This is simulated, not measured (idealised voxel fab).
Name of the process module below: voxel transistor to metal
This is section cut - it's 250 nm across, gridded in 5 nm square cells.
The cross-sections in this document take the form of a grid made of square cells. They are written out as bands, in order from top to bottom. Each band consists of one or more rows of cells. This entry defines a band. It first specifies the height of the band's top and the height of its bottom in nm, and then specifies the band's materials from left to right, stating each material with its width in nm. The word "all across" identifies a single material that fills the band from edge to edge, while the word "air" identifies empty space. Ref level 0: as-received wafer is one material below here. Bottom band extends down with no lower bound ("from 0 down"). So if you see something like "30..40" for the width, read it as the top row of the band sitting at the first number and the bottom row at the second, with every row in between moving by the same amount as the last. The cross-section has no changed cell in any step marked "remained unchanged". The list in "Enclosed void listing" covers empty spaces of 8 cells or more that cannot reach the top through any open way, and it gives each as width x height at distance; the distance is from the left edge, and width, height and distance are in nm. Heads up: the bit after the settings on a step's line is the simulator's remark on that step. The optional step-line setting "overlay nm" applies to steps with a mask and quantifies how far to the right of its planned location the mask lay, a negative value indicating leftward placement. Read the rest as pairs. Take the cross-section before one process step, then the cross-section after it, which shows only down to the lowest band that changed. Under the pair, find the step between them and its settings. Bear in mind that pairs may come from different runs of this module on the same starting wafer: link a pair to the pair above it only where its entry headed "Prior to step" says to.

[Prior to step]
    from 75 to 60: 30 nm resist, 15 nm air, 45 nm resist, 15 nm air, 40 nm resist, 15 nm air, 45 nm resist, 15 nm air, 30 nm resist
    from 60 to 45: SiO2 all across
    from 45 to 35: 55 nm SiO2, 5 nm SiN, 15 nm SiCN, 5 nm SiN, 90 nm SiO2, 5 nm SiN, 15 nm SiCN, 5 nm SiN, 55 nm SiO2
    from 35 to 30: SiCN all across
    from 30 to 0: polySi all across
    from 0 to -5: SiO2 all across
    from -5 to -25: 30 nm SiO2, 75 nm Si, 40 nm SiO2, 75 nm Si, 30 nm SiO2
    from -25 down: Si all across
    Enclosed void listing: none

[Cross-Section After Step]
    from 75 to 60: 30 nm resist, 15 nm air, 45 nm resist, 15 nm air, 40 nm resist, 15 nm air, 45 nm resist, 15 nm air, 30 nm resist
    from 60 to 45: 30 nm SiO2, 15 nm air, 45 nm SiO2, 15 nm air, 40 nm SiO2, 15 nm air, 45 nm SiO2, 15 nm air, 30 nm SiO2
    from 45 to 35: 30 nm SiO2, 15 nm air, 10 nm SiO2, 5 nm SiN, 15 nm SiCN, 5 nm SiN, 10 nm SiO2, 15 nm air, 40 nm SiO2, 15 nm air, 10 nm SiO2, 5 nm SiN, 15 nm SiCN, 5 nm SiN, 10 nm SiO2, 15 nm air, 30 nm SiO2
    Everything under 35 stays put, no change at all.
    Enclosed void listing: none
Between the two cross-sections shown above, the process step is DIRECTIONAL_ETCH [etch materials SiO2] [depth nm 65]

Prior to step: we pick up right where the pair above leaves off, with its after cross-section.

[Cross-Section After Step]
    from 60 to 45: 30 nm SiO2, 15 nm air, 45 nm SiO2, 15 nm air, 40 nm SiO2, 15 nm air, 45 nm SiO2, 15 nm air, 30 nm SiO2
    Everything under 45 stays put, no change at all.
    Enclosed void listing: none
Between the two cross-sections shown above, the process step is STRIP [etch materials resist]

Prior to step: we pick up right where the pair above leaves off, with its after cross-section.

[Cross-Section After Step]
    from 65 to 60: 35 nm TiN, 5 nm air, 55 nm TiN, 5 nm air, 50 nm TiN, 5 nm air, 55 nm TiN, 5 nm air, 35 nm TiN
    from 60 to 45: 30 nm SiO2, 5 nm TiN, 5 nm air, 5 nm TiN, 45 nm SiO2, 5 nm TiN, 5 nm air, 5 nm TiN, 40 nm SiO2, 5 nm TiN, 5 nm air, 5 nm TiN, 45 nm SiO2, 5 nm TiN, 5 nm air, 5 nm TiN, 30 nm SiO2
    from 45 to 40: 30 nm SiO2, 5 nm TiN, 5 nm air, 5 nm TiN, 10 nm SiO2, 5 nm SiN, 15 nm SiCN, 5 nm SiN, 10 nm SiO2, 5 nm TiN, 5 nm air, 5 nm TiN, 40 nm SiO2, 5 nm TiN, 5 nm air, 5 nm TiN, 10 nm SiO2, 5 nm SiN, 15 nm SiCN, 5 nm SiN, 10 nm SiO2, 5 nm TiN, 5 nm air, 5 nm TiN, 30 nm SiO2
    from 40 to 35: 30 nm SiO2, 15 nm TiN, 10 nm SiO2, 5 nm SiN, 15 nm SiCN, 5 nm SiN, 10 nm SiO2, 15 nm TiN, 40 nm SiO2, 15 nm TiN, 10 nm SiO2, 5 nm SiN, 15 nm SiCN, 5 nm SiN, 10 nm SiO2, 15 nm TiN, 30 nm SiO2
    Everything under 35 stays put, no change at all.
    Enclosed void listing: none
Between the two cross-sections shown above, the process step is CONFORMAL_DEP [material TiN] [thk nm 5]

Prior to step: we pick up right where the pair above leaves off, with its after cross-section.

[Cross-Section After Step]
    from 70 to 65: W all across
    from 65 to 60: 35 nm TiN, 5 nm W, 55 nm TiN, 5 nm W, 50 nm TiN, 5 nm W, 55 nm TiN, 5 nm W, 35 nm TiN
    from 60 to 45: 30 nm SiO2, 5 nm TiN, 5 nm W, 5 nm TiN, 45 nm SiO2, 5 nm TiN, 5 nm W, 5 nm TiN, 40 nm SiO2, 5 nm TiN, 5 nm W, 5 nm TiN, 45 nm SiO2, 5 nm TiN, 5 nm W, 5 nm TiN, 30 nm SiO2
    from 45 to 40: 30 nm SiO2, 5 nm TiN, 5 nm W, 5 nm TiN, 10 nm SiO2, 5 nm SiN, 15 nm SiCN, 5 nm SiN, 10 nm SiO2, 5 nm TiN, 5 nm W, 5 nm TiN, 40 nm SiO2, 5 nm TiN, 5 nm W, 5 nm TiN, 10 nm SiO2, 5 nm SiN, 15 nm SiCN, 5 nm SiN, 10 nm SiO2, 5 nm TiN, 5 nm W, 5 nm TiN, 30 nm SiO2
    Everything under 40 stays put, no change at all.
    Enclosed void listing: none
Between the two cross-sections shown above, the process step is FILL_DEP [material W] [thk nm 5]

Prior to step: we pick up right where the pair above leaves off, with its after cross-section.

[Cross-Section After Step]
    from 60 to 45: 30 nm SiO2, 5 nm TiN, 5 nm W, 5 nm TiN, 45 nm SiO2, 5 nm TiN, 5 nm W, 5 nm TiN, 40 nm SiO2, 5 nm TiN, 5 nm W, 5 nm TiN, 45 nm SiO2, 5 nm TiN, 5 nm W, 5 nm TiN, 30 nm SiO2
    Everything under 45 stays put, no change at all.
    Enclosed void listing: none
Between the two cross-sections shown above, the process step is CMP [height nm 60]

Prior to step: we pick up right where the pair above leaves off, with its after cross-section.

[Cross-Section After Step]
    from 65 to 60: TiN all across
    Everything under 60 stays put, no change at all.
    Enclosed void listing: none
Between the two cross-sections shown above, the process step is DIRECTIONAL_DEP [material TiN] [thk nm 5]

Prior to step: we pick up right where the pair above leaves off, with its after cross-section.

[Cross-Section After Step]
    from 80 to 65: W all across
    Everything under 65 stays put, no change at all.
    Enclosed void listing: none
Between the two cross-sections shown above, the process step is DIRECTIONAL_DEP [material W] [thk nm 15]

Prior to step: we pick up right where the pair above leaves off, with its after cross-section.

[Cross-Section After Step]
    from 90 to 80: aC all across
    Everything under 80 stays put, no change at all.
    Enclosed void listing: none
Between the two cross-sections shown above, the process step is DIRECTIONAL_DEP [material aC] [thk nm 10]

Prior to step: we pick up right where the pair above leaves off, with its after cross-section.

[Cross-Section After Step]
    from 115 to 90: 30 nm air, 15 nm resist, 45 nm air, 15 nm resist, 40 nm air, 15 nm resist, 45 nm air, 15 nm resist, 30 nm air
    Everything under 90 stays put, no change at all.
    Enclosed void listing: none
Between the two cross-sections shown above, the process step is PATTERN [tone cover] [mask id METAL_1] [material resist] [width nm 15] [thk nm 25] [overlay nm 0]

Prior to step: we pick up right where the pair above leaves off, with its after cross-section.

[Cross-Section After Step]
    from 105 to 90: 30 nm air, 15 nm resist, 45 nm air, 15 nm resist, 40 nm air, 15 nm resist, 45 nm air, 15 nm resist, 30 nm air
    from 90 to 80: 30 nm air, 15 nm aC, 45 nm air, 15 nm aC, 40 nm air, 15 nm aC, 45 nm air, 15 nm aC, 30 nm air
    Everything under 80 stays put, no change at all.
    Enclosed void listing: none
Between the two cross-sections shown above, the process step is DIRECTIONAL_ETCH [etch materials aC] [depth nm 10]

Prior to step: we pick up right where the pair above leaves off, with its after cross-section.

[Cross-Section After Step]
    from 90 to 80: 30 nm air, 15 nm aC, 45 nm air, 15 nm aC, 40 nm air, 15 nm aC, 45 nm air, 15 nm aC, 30 nm air
    Everything under 80 stays put, no change at all.
    Enclosed void listing: none
Between the two cross-sections shown above, the process step is STRIP [etch materials resist]

Prior to step: we pick up right where the pair above leaves off, with its after cross-section.

[Cross-Section After Step]
    from 90 to 80: 30 nm air, 15 nm aC, 45 nm air, 15 nm aC, 40 nm air, 15 nm aC, 45 nm air, 15 nm aC, 30 nm air
    from 80 to 65: 30 nm air, 15 nm W, 45 nm air, 15 nm W, 40 nm air, 15 nm W, 45 nm air, 15 nm W, 30 nm air
    Everything under 65 stays put, no change at all.
    Enclosed void listing: none
Between the two cross-sections shown above, the process step is DIRECTIONAL_ETCH [etch materials W] [depth nm 15]

Prior to step: we pick up right where the pair above leaves off, with its after cross-section.

[Cross-Section After Step]
    from 90 to 80: 30 nm air, 15 nm aC, 45 nm air, 15 nm aC, 40 nm air, 15 nm aC, 45 nm air, 15 nm aC, 30 nm air
    from 80 to 65: 30 nm air, 15 nm W, 45 nm air, 15 nm W, 40 nm air, 15 nm W, 45 nm air, 15 nm W, 30 nm air
    from 65 to 60: 30 nm air, 15 nm TiN, 45 nm air, 15 nm TiN, 40 nm air, 15 nm TiN, 45 nm air, 15 nm TiN, 30 nm air
    Everything under 60 stays put, no change at all.
    Enclosed void listing: none
Between the two cross-sections shown above, the process step is DIRECTIONAL_ETCH [etch materials TiN] [depth nm 5]

Prior to step: we pick up right where the pair above leaves off, with its after cross-section.

[Cross-Section After Step]
    from 80 to 65: 30 nm air, 15 nm W, 45 nm air, 15 nm W, 40 nm air, 15 nm W, 45 nm air, 15 nm W, 30 nm air
    Everything under 65 stays put, no change at all.
    Enclosed void listing: none
Between the two cross-sections shown above, the process step is STRIP [etch materials aC]

Prior to step: we pick up right where the pair above leaves off, with its after cross-section.

[Cross-Section After Step]
    from 85 to 80: 25 nm air, 25 nm SiCN, 35 nm air, 25 nm SiCN, 30 nm air, 25 nm SiCN, 35 nm air, 25 nm SiCN, 25 nm air
    from 80 to 65: 25 nm air, 5 nm SiCN, 15 nm W, 5 nm SiCN, 35 nm air, 5 nm SiCN, 15 nm W, 5 nm SiCN, 30 nm air, 5 nm SiCN, 15 nm W, 5 nm SiCN, 35 nm air, 5 nm SiCN, 15 nm W, 5 nm SiCN, 25 nm air
    from 65 to 60: 30 nm SiCN, 15 nm TiN, 45 nm SiCN, 15 nm TiN, 40 nm SiCN, 15 nm TiN, 45 nm SiCN, 15 nm TiN, 30 nm SiCN
    Everything under 60 stays put, no change at all.
    Enclosed void listing: none
Between the two cross-sections shown above, the process step is CONFORMAL_DEP [material SiCN] [thk nm 5]

Prior to step: we pick up right where the pair above leaves off, with its after cross-section.

[Cross-Section After Step]
    from 95 to 85: lowk all across
    from 85 to 80: 25 nm lowk, 25 nm SiCN, 35 nm lowk, 25 nm SiCN, 30 nm lowk, 25 nm SiCN, 35 nm lowk, 25 nm SiCN, 25 nm lowk
    from 80 to 65: 25 nm lowk, 5 nm SiCN, 15 nm W, 5 nm SiCN, 35 nm lowk, 5 nm SiCN, 15 nm W, 5 nm SiCN, 30 nm lowk, 5 nm SiCN, 15 nm W, 5 nm SiCN, 35 nm lowk, 5 nm SiCN, 15 nm W, 5 nm SiCN, 25 nm lowk
    Everything under 65 stays put, no change at all.
    Enclosed void listing: none
Between the two cross-sections shown above, the process step is FILL_DEP [material lowk] [thk nm 10]

Prior to step: we pick up right where the pair above leaves off, with its after cross-section.

[Cross-Section After Step]
    from 80 to 65: 25 nm lowk, 5 nm SiCN, 15 nm W, 5 nm SiCN, 35 nm lowk, 5 nm SiCN, 15 nm W, 5 nm SiCN, 30 nm lowk, 5 nm SiCN, 15 nm W, 5 nm SiCN, 35 nm lowk, 5 nm SiCN, 15 nm W, 5 nm SiCN, 25 nm lowk
    Everything under 65 stays put, no change at all.
    Enclosed void listing: none
Between the two cross-sections shown above, the process step is CMP [height nm 80]

Prior to step: we pick up right where the pair above leaves off, with its after cross-section.

[Cross-Section After Step]
    from 85 to 80: SiCN all across
    Everything under 80 stays put, no change at all.
    Enclosed void listing: none
Between the two cross-sections shown above, the process step is CONFORMAL_DEP [material SiCN] [thk nm 5]

[Prior to step]
    from 20 to 5: 25 nm SiO2, 85 nm SiN, 30 nm SiO2, 85 nm SiN, 25 nm SiO2
    from 5 to 0: SiO2 all across
    from 0 to -25: 30 nm SiO2, 75 nm Si, 40 nm SiO2, 75 nm Si, 30 nm SiO2
    from -25 down: Si all across
    Enclosed void listing: none

[Cross-Section After Step]
    from 20 to 5: 25 nm SiO2, 85 nm air, 30 nm SiO2, 85 nm air, 25 nm SiO2
    Everything under 5 stays put, no change at all.
    Enclosed void listing: none
Between the two cross-sections shown above, the process step is STRIP [etch materials SiN]

Prior to step: we pick up right where the pair above leaves off, with its after cross-section.

[Cross-Section After Step]
    from 5 to 0: 10 nm SiO2, 230 nm air, 10 nm SiO2
    from 0 to -10: 10 nm SiO2, 20 nm air, 75 nm Si, 40 nm air, 75 nm Si, 20 nm air, 10 nm SiO2
    Everything under -10 stays put, no change at all.
    Enclosed void listing: none
Between the two cross-sections shown above, the process step is SELECTIVE_ETCH [etch materials SiO2] [depth nm 15]

Prior to step: we pick up right where the pair above leaves off, with its after cross-section.

[Cross-Section After Step]
    from 0 to -15: 5 nm SiO2, 25 nm air, 75 nm Si, 40 nm air, 75 nm Si, 25 nm air, 5 nm SiO2
    Everything under -15 stays put, no change at all.
    Enclosed void listing: none
Between the two cross-sections shown above, the process step is SELECTIVE_ETCH [etch materials SiO2] [depth nm 5]

Prior to step: we pick up right where the pair above leaves off, with its after cross-section.

[Cross-Section After Step]
    from 0 to -5: 5 nm SiO2, 25 nm air, 75 nm SiO2, 40 nm air, 75 nm SiO2, 25 nm air, 5 nm SiO2
    from -5 to -15: 5 nm SiO2, 25 nm air, 5 nm SiO2, 65 nm Si, 5 nm SiO2, 40 nm air, 5 nm SiO2, 65 nm Si, 5 nm SiO2, 25 nm air, 5 nm SiO2
    from -15 to -25: 35..30 nm SiO2, 65..75 nm Si, 50..40 nm SiO2, 65..75 nm Si, 35..30 nm SiO2
    Everything under -25 stays put, no change at all.
    Enclosed void listing: none
Between the two cross-sections shown above, the process step is OXIDIZE [depth nm 5]

Prior to step: we pick up right where the pair above leaves off, with its after cross-section.

[Cross-Section After Step]
    from 30 to 15: 5 nm polySi, 25 nm air, 75 nm polySi, 40 nm air, 75 nm polySi, 25 nm air, 5 nm polySi
    from 15 to 0: polySi all across
    from 0 to -5: 5 nm SiO2, 25 nm polySi, 75 nm SiO2, 40 nm polySi, 75 nm SiO2, 25 nm polySi, 5 nm SiO2
    from -5 to -15: 5 nm SiO2, 25 nm polySi, 5 nm SiO2, 65 nm Si, 5 nm SiO2, 40 nm polySi, 5 nm SiO2, 65 nm Si, 5 nm SiO2, 25 nm polySi, 5 nm SiO2
    Everything under -15 stays put, no change at all.
    Enclosed void listing: none
Between the two cross-sections shown above, the process step is DIRECTIONAL_DEP [material polySi] [thk nm 30]

Prior to step: we pick up right where the pair above leaves off, with its after cross-section.

[Cross-Section After Step]
    from 45 to 30: 5 nm SiCN, 25 nm air, 75 nm SiCN, 40 nm air, 75 nm SiCN, 25 nm air, 5 nm SiCN
    from 30 to 15: 5 nm polySi, 25 nm SiCN, 75 nm polySi, 40 nm SiCN, 75 nm polySi, 25 nm SiCN, 5 nm polySi
    Everything under 15 stays put, no change at all.
    Enclosed void listing: none
Between the two cross-sections shown above, the process step is DIRECTIONAL_DEP [material SiCN] [thk nm 15]

Prior to step: we pick up right where the pair above leaves off, with its after cross-section.

[Cross-Section After Step]
    from 65 to 45: 60 nm air, 15 nm resist, 100 nm air, 15 nm resist, 60 nm air
    Everything under 45 stays put, no change at all.
    Enclosed void listing: none
Between the two cross-sections shown above, the process step is PATTERN [tone cover] [mask id GATE] [material resist] [width nm 15] [pitch nm 115] [thk nm 20] [overlay nm 0]

Prior to step: we pick up right where the pair above leaves off, with its after cross-section.

[Cross-Section After Step]
    from 65 to 45: 60 nm air, 15 nm resist, 100 nm air, 15 nm resist, 60 nm air
    from 45 to 30: 60 nm air, 15 nm SiCN, 100 nm air, 15 nm SiCN, 60 nm air
    from 30 to 15: 5 nm polySi, 25 nm air, 75 nm polySi, 40 nm air, 75 nm polySi, 25 nm air, 5 nm polySi
    Everything under 15 stays put, no change at all.
    Enclosed void listing: none
Between the two cross-sections shown above, the process step is DIRECTIONAL_ETCH [etch materials SiCN] [depth nm 25]

Prior to step: we pick up right where the pair above leaves off, with its after cross-section.

[Cross-Section After Step]
    from 65 to 45: 60 nm air, 15 nm resist, 100 nm air, 15 nm resist, 60 nm air
    from 45 to 30: 60 nm air, 15 nm SiCN, 100 nm air, 15 nm SiCN, 60 nm air
    from 30 to 0: 60 nm air, 15 nm polySi, 100 nm air, 15 nm polySi, 60 nm air
    from 0 to -5: 5 nm SiO2, 25 nm air, 75 nm SiO2, 40 nm air, 75 nm SiO2, 25 nm air, 5 nm SiO2
    from -5 to -15: 5 nm SiO2, 25 nm air, 5 nm SiO2, 65 nm Si, 5 nm SiO2, 40 nm air, 5 nm SiO2, 65 nm Si, 5 nm SiO2, 25 nm air, 5 nm SiO2
    Everything under -15 stays put, no change at all.
    Enclosed void listing: none
Between the two cross-sections shown above, the process step is DIRECTIONAL_ETCH [etch materials polySi] [depth nm 40]

Prior to step: we pick up right where the pair above leaves off, with its after cross-section.

[Cross-Section After Step]
    from 45 to 30: 60 nm air, 15 nm SiCN, 100 nm air, 15 nm SiCN, 60 nm air
    Everything under 30 stays put, no change at all.
    Enclosed void listing: none
Between the two cross-sections shown above, the process step is STRIP [etch materials resist]

Prior to step: we pick up right where the pair above leaves off, with its after cross-section.

[Cross-Section After Step]
    from 50 to 45: 55 nm air, 25 nm SiN, 90 nm air, 25 nm SiN, 55 nm air
    from 45 to 30: 55 nm air, 5 nm SiN, 15 nm SiCN, 5 nm SiN, 90 nm air, 5 nm SiN, 15 nm SiCN, 5 nm SiN, 55 nm air
    from 30 to 5: 55 nm air, 5 nm SiN, 15 nm polySi, 5 nm SiN, 90 nm air, 5 nm SiN, 15 nm polySi, 5 nm SiN, 55 nm air
    from 5 to 0: 10 nm SiN, 15 nm air, 35 nm SiN, 15 nm polySi, 35 nm SiN, 30 nm air, 35 nm SiN, 15 nm polySi, 35 nm SiN, 15 nm air, 10 nm SiN
    from 0 to -5: 5 nm SiO2, 5 nm SiN, 15 nm air, 5 nm SiN, 75 nm SiO2, 5 nm SiN, 30 nm air, 5 nm SiN, 75 nm SiO2, 5 nm SiN, 15 nm air, 5 nm SiN, 5 nm SiO2
    from -5 to -10: 5 nm SiO2, 5 nm SiN, 15 nm air, 5 nm SiN, 5 nm SiO2, 65 nm Si, 5 nm SiO2, 5 nm SiN, 30 nm air, 5 nm SiN, 5 nm SiO2, 65 nm Si, 5 nm SiO2, 5 nm SiN, 15 nm air, 5 nm SiN, 5 nm SiO2
    from -10 to -15: 5 nm SiO2, 25 nm SiN, 5 nm SiO2, 65 nm Si, 5 nm SiO2, 40 nm SiN, 5 nm SiO2, 65 nm Si, 5 nm SiO2, 25 nm SiN, 5 nm SiO2
    Everything under -15 stays put, no change at all.
    Enclosed void listing: none
Between the two cross-sections shown above, the process step is CONFORMAL_DEP [material SiN] [thk nm 5]

Prior to step: we pick up right where the pair above leaves off, with its after cross-section.

[Cross-Section After Step]
    from 45 to 30: 55 nm air, 5 nm SiN, 15 nm SiCN, 5 nm SiN, 90 nm air, 5 nm SiN, 15 nm SiCN, 5 nm SiN, 55 nm air
    from 30 to 0: 55 nm air, 5 nm SiN, 15 nm polySi, 5 nm SiN, 90 nm air, 5 nm SiN, 15 nm polySi, 5 nm SiN, 55 nm air
    from 0 to -5: 5 nm SiO2, 5 nm SiN, 15 nm air, 5 nm SiN, 75 nm SiO2, 5 nm SiN, 30 nm air, 5 nm SiN, 75 nm SiO2, 5 nm SiN, 15 nm air, 5 nm SiN, 5 nm SiO2
    from -5 to -15: 5 nm SiO2, 5 nm SiN, 15 nm air, 5 nm SiN, 5 nm SiO2, 65 nm Si, 5 nm SiO2, 5 nm SiN, 30 nm air, 5 nm SiN, 5 nm SiO2, 65 nm Si, 5 nm SiO2, 5 nm SiN, 15 nm air, 5 nm SiN, 5 nm SiO2
    Everything under -15 stays put, no change at all.
    Enclosed void listing: none
Between the two cross-sections shown above, the process step is DIRECTIONAL_ETCH [etch materials SiN] [depth nm 5]

Prior to step: we pick up right where the pair above leaves off, with its after cross-section.

[Cross-Section After Step]
    from 45 to 30: 55 nm air, 5 nm SiN, 15 nm SiCN, 5 nm SiN, 90 nm air, 5 nm SiN, 15 nm SiCN, 5 nm SiN, 55 nm air
    from 30 to 0: 55 nm air, 5 nm SiN, 15 nm polySi, 5 nm SiN, 90 nm air, 5 nm SiN, 15 nm polySi, 5 nm SiN, 55 nm air
    from 0 to -5: 5 nm air, 5 nm SiN, 15 nm air, 5 nm SiN, 25 nm air, 25 nm SiO2, 25 nm air, 5 nm SiN, 30 nm air, 5 nm SiN, 25 nm air, 25 nm SiO2, 25 nm air, 5 nm SiN, 15 nm air, 5 nm SiN, 5 nm air
    from -5 to -15: 5 nm SiO2, 5 nm SiN, 15 nm air, 5 nm SiN, 5 nm SiO2, 65 nm Si, 5 nm SiO2, 5 nm SiN, 30 nm air, 5 nm SiN, 5 nm SiO2, 65 nm Si, 5 nm SiO2, 5 nm SiN, 15 nm air, 5 nm SiN, 5 nm SiO2
    from -15 to -20: 10 nm SiO2, 15 nm air, 10 nm SiO2, 65 nm Si, 10 nm SiO2, 30 nm air, 10 nm SiO2, 65 nm Si, 10 nm SiO2, 15 nm air, 10 nm SiO2
    Everything under -20 stays put, no change at all.
    Enclosed void listing: none
Between the two cross-sections shown above, the process step is DIRECTIONAL_ETCH [etch materials SiO2] [depth nm 5]

Prior to step: we pick up right where the pair above leaves off, with its after cross-section.

[Cross-Section After Step]
    from 45 to 30: 55 nm air, 5 nm SiN, 15 nm SiCN, 5 nm SiN, 90 nm air, 5 nm SiN, 15 nm SiCN, 5 nm SiN, 55 nm air
    from 30 to 0: 55 nm air, 5 nm SiN, 15 nm polySi, 5 nm SiN, 90 nm air, 5 nm SiN, 15 nm polySi, 5 nm SiN, 55 nm air
    from 0 to -5: 5 nm air, 5 nm SiN, 15 nm air, 5 nm SiN, 25 nm air, 25 nm SiO2, 25 nm air, 5 nm SiN, 30 nm air, 5 nm SiN, 25 nm air, 25 nm SiO2, 25 nm air, 5 nm SiN, 15 nm air, 5 nm SiN, 5 nm air
    from -5 to -15: 5 nm SiO2, 5 nm SiN, 15 nm air, 5 nm SiN, 5 nm SiO2, 20 nm air, 25 nm Si, 20 nm air, 5 nm SiO2, 5 nm SiN, 30 nm air, 5 nm SiN, 5 nm SiO2, 20 nm air, 25 nm Si, 20 nm air, 5 nm SiO2, 5 nm SiN, 15 nm air, 5 nm SiN, 5 nm SiO2
    Everything under -15 stays put, no change at all.
    Enclosed void listing: none
Between the two cross-sections shown above, the process step is DIRECTIONAL_ETCH [etch materials Si] [depth nm 10]

Prior to step: we pick up right where the pair above leaves off, with its after cross-section.

[Cross-Section After Step]
    from 45 to 30: 55 nm air, 5 nm SiN, 15 nm SiCN, 5 nm SiN, 90 nm air, 5 nm SiN, 15 nm SiCN, 5 nm SiN, 55 nm air
    from 30 to 5: 55 nm air, 5 nm SiN, 15 nm polySi, 5 nm SiN, 90 nm air, 5 nm SiN, 15 nm polySi, 5 nm SiN, 55 nm air
    from 5 to 0: 45 nm air, 10 nm nSi, 5 nm SiN, 15 nm polySi, 5 nm SiN, 10 nm nSi, 70 nm air, 10 nm nSi, 5 nm SiN, 15 nm polySi, 5 nm SiN, 10 nm nSi, 45 nm air
    from 0 to -5: 5 nm air, 5 nm SiN, 15 nm air, 5 nm SiN, 15 nm air, 10 nm nSi, 25 nm SiO2, 10 nm nSi, 15 nm air, 5 nm SiN, 30 nm air, 5 nm SiN, 15 nm air, 10 nm nSi, 25 nm SiO2, 10 nm nSi, 15 nm air, 5 nm SiN, 15 nm air, 5 nm SiN, 5 nm air
    from -5 to -15: 5 nm SiO2, 5 nm SiN, 15 nm air, 5 nm SiN, 5 nm SiO2, 20 nm nSi, 25 nm Si, 20 nm nSi, 5 nm SiO2, 5 nm SiN, 30 nm air, 5 nm SiN, 5 nm SiO2, 20 nm nSi, 25 nm Si, 20 nm nSi, 5 nm SiO2, 5 nm SiN, 15 nm air, 5 nm SiN, 5 nm SiO2
    Everything under -15 stays put, no change at all.
    Enclosed void listing: none
Between the two cross-sections shown above, the process step is EPI [material nSi] [thk nm 10]

Prior to step: we pick up right where the pair above leaves off, with its after cross-section.

[Cross-Section After Step]
    from 55 to 45: SiO2 all across
    from 45 to 30: 55 nm SiO2, 5 nm SiN, 15 nm SiCN, 5 nm SiN, 90 nm SiO2, 5 nm SiN, 15 nm SiCN, 5 nm SiN, 55 nm SiO2
    from 30 to 5: 55 nm SiO2, 5 nm SiN, 15 nm polySi, 5 nm SiN, 90 nm SiO2, 5 nm SiN, 15 nm polySi, 5 nm SiN, 55 nm SiO2
    from 5 to 0: 45 nm SiO2, 10 nm nSi, 5 nm SiN, 15 nm polySi, 5 nm SiN, 10 nm nSi, 70 nm SiO2, 10 nm nSi, 5 nm SiN, 15 nm polySi, 5 nm SiN, 10 nm nSi, 45 nm SiO2
    from 0 to -5: 5 nm SiO2, 5 nm SiN, 15 nm SiO2, 5 nm SiN, 15 nm SiO2, 10 nm nSi, 25 nm SiO2, 10 nm nSi, 15 nm SiO2, 5 nm SiN, 30 nm SiO2, 5 nm SiN, 15 nm SiO2, 10 nm nSi, 25 nm SiO2, 10 nm nSi, 15 nm SiO2, 5 nm SiN, 15 nm SiO2, 5 nm SiN, 5 nm SiO2
    from -5 to -15: 5 nm SiO2, 5 nm SiN, 15 nm SiO2, 5 nm SiN, 5 nm SiO2, 20 nm nSi, 25 nm Si, 20 nm nSi, 5 nm SiO2, 5 nm SiN, 30 nm SiO2, 5 nm SiN, 5 nm SiO2, 20 nm nSi, 25 nm Si, 20 nm nSi, 5 nm SiO2, 5 nm SiN, 15 nm SiO2, 5 nm SiN, 5 nm SiO2
    from -15 to -25: 35..30 nm SiO2, 65..75 nm Si, 50..40 nm SiO2, 65..75 nm Si, 35..30 nm SiO2
    Everything under -25 stays put, no change at all.
    Enclosed void listing: none
Between the two cross-sections shown above, the process step is FILL_DEP [material SiO2] [thk nm 10]

Prior to step: we pick up right where the pair above leaves off, with its after cross-section.

[Cross-Section After Step]
    from 45 to 30: 55 nm SiO2, 5 nm SiN, 15 nm SiCN, 5 nm SiN, 90 nm SiO2, 5 nm SiN, 15 nm SiCN, 5 nm SiN, 55 nm SiO2
    Everything under 30 stays put, no change at all.
    Enclosed void listing: none
Between the two cross-sections shown above, the process step is CMP [height nm 45]

Prior to step: we pick up right where the pair above leaves off, with its after cross-section.

[Cross-Section After Step]
    from 60 to 45: SiO2 all across
    Everything under 45 stays put, no change at all.
    Enclosed void listing: none
Between the two cross-sections shown above, the process step is DIRECTIONAL_DEP [material SiO2] [thk nm 15]

Prior to step: we pick up right where the pair above leaves off, with its after cross-section.

[Cross-Section After Step]
    from 75 to 60: 30 nm resist, 15 nm air, 45 nm resist, 15 nm air, 40 nm resist, 15 nm air, 45 nm resist, 15 nm air, 30 nm resist
    Everything under 60 stays put, no change at all.
    Enclosed void listing: none
Between the two cross-sections shown above, the process step is PATTERN [tone open] [mask id CONTACT] [material resist] [width nm 15] [thk nm 15] [overlay nm 0]

Prior to step: we pick up right where the pair above leaves off, with its after cross-section.

[Cross-Section After Step]
    from 75 to 60: 30 nm resist, 15 nm air, 45 nm resist, 15 nm air, 40 nm resist, 15 nm air, 45 nm resist, 15 nm air, 30 nm resist
    from 60 to 45: 30 nm SiO2, 15 nm air, 45 nm SiO2, 15 nm air, 40 nm SiO2, 15 nm air, 45 nm SiO2, 15 nm air, 30 nm SiO2
    from 45 to 30: 30 nm SiO2, 15 nm air, 10 nm SiO2, 5 nm SiN, 15 nm SiCN, 5 nm SiN, 10 nm SiO2, 15 nm air, 40 nm SiO2, 15 nm air, 10 nm SiO2, 5 nm SiN, 15 nm SiCN, 5 nm SiN, 10 nm SiO2, 15 nm air, 30 nm SiO2
    from 30 to 5: 30 nm SiO2, 15 nm air, 10 nm SiO2, 5 nm SiN, 15 nm polySi, 5 nm SiN, 10 nm SiO2, 15 nm air, 40 nm SiO2, 15 nm air, 10 nm SiO2, 5 nm SiN, 15 nm polySi, 5 nm SiN, 10 nm SiO2, 15 nm air, 30 nm SiO2
    from 5 to 0: 30 nm SiO2, 15 nm air, 10 nm nSi, 5 nm SiN, 15 nm polySi, 5 nm SiN, 10 nm nSi, 15 nm air, 40 nm SiO2, 15 nm air, 10 nm nSi, 5 nm SiN, 15 nm polySi, 5 nm SiN, 10 nm nSi, 15 nm air, 30 nm SiO2
    from 0 to -5: 5 nm SiO2, 5 nm SiN, 15 nm SiO2, 5 nm SiN, 15 nm air, 10 nm nSi, 25 nm SiO2, 10 nm nSi, 15 nm air, 5 nm SiN, 30 nm SiO2, 5 nm SiN, 15 nm air, 10 nm nSi, 25 nm SiO2, 10 nm nSi, 15 nm air, 5 nm SiN, 15 nm SiO2, 5 nm SiN, 5 nm SiO2
    Everything under -5 stays put, no change at all.
    Enclosed void listing: none
Between the two cross-sections shown above, the process step is DIRECTIONAL_ETCH [etch materials SiO2] [depth nm 65]

Prior to step: we pick up right where the pair above leaves off, with its after cross-section.

[Cross-Section After Step]
    from 60 to 45: 30 nm SiO2, 15 nm air, 45 nm SiO2, 15 nm air, 40 nm SiO2, 15 nm air, 45 nm SiO2, 15 nm air, 30 nm SiO2
    Everything under 45 stays put, no change at all.
    Enclosed void listing: none
Between the two cross-sections shown above, the process step is STRIP [etch materials resist]
